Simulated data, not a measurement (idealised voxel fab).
Documented hereafter: the process module known as voxel trench capacitor.
Square cell edge 5 nm, section width 225 nm, ID cut.
Throughout this document, each cross-section is represented as a grid of square cells and is presented as a sequence of bands enumerated from the top downward, where a band comprises one or more rows of cells. Heads up on the band format: heights come first, top then bottom, in nm. After that it's the materials left to right, each with its width in nm. A single material flagged "edge to edge" fills the whole band edge to edge, and "empty" means there's empty space there. Measure heights from 0. That's the level where, below it, the as-received wafer is all one material. The lowest band is bottomless and extends downward; write it as in "top 0, no bottom". It should be noted that a width expressed as "30..40" varies in equal increments from row to row of cells within the band, taking the value of the first number at the top row and that of the second number at the bottom row. Key: "everything unchanged" - step with no changed cell in the cross-section. The entry titled "Closed cavity list" provides the empty spaces that have no open way to the top, restricted to those of 8 cells or more. Each is presented as width x height at distance, the distance being measured from the left edge, with all three in nm. Step line, after settings: the simulator's comment on this step. overlay nm: right-of-plan distance of the mask on a masked step; negative values mean left-of-plan.

So here's the lineup of process steps we planned
1. RECEIVE [material Si]
2. CONFORMAL_DEP [material SiN] [thk nm 5]
3. PATTERN [tone open] [mask id TRENCH] [material resist] [width nm 25] [pitch nm 45] [thk nm 15] [overlay nm 0]
4. DIRECTIONAL_ETCH [etch materials SiN] [depth nm 5]
5. DIRECTIONAL_ETCH [etch materials Si] [depth nm 40]
6. STRIP [etch materials resist]
7. CONFORMAL_DEP [material Al2O3] [thk nm 5]
8. FILL_DEP [material polySi] [thk nm 5]
9. CMP [height nm 5]

Here's what the wafer looked like in cross-section when it arrived - that's after step 1
* top 0, no bottom  Si edge to edge
* Closed cavity list: none

The following cross-section depicts the wafer upon conclusion of the module. Processing commenced from the starting condition illustrated above and adhered to the plan illustrated above, save for one mistake in execution
* top 5, bottom 0  SiN: 35 | polySi: 15 | SiN: 30 | polySi: 15 | SiN: 30 | polySi: 15 | SiN: 30 | polySi: 15 | SiN: 40
* top 0, bottom -35  Si: 30 | SiN: 5 | polySi: 15 | SiN: 5 | Si: 20 | SiN: 5 | polySi: 15 | SiN: 5 | Si: 20 | SiN: 5 | polySi: 15 | SiN: 5 | Si: 20 | SiN: 5 | polySi: 15 | SiN: 5 | Si: 35
* top -35, bottom -40  Si: 30 | SiN: 25 | Si: 20 | SiN: 25 | Si: 20 | SiN: 25 | Si: 20 | SiN: 25 | Si: 35
* top -40, no bottom  Si edge to edge
* Closed cavity list: none
what went wrong: step 7 did not use the planned setting and instead ran as CONFORMAL_DEP [material SiN] [thk nm 5]
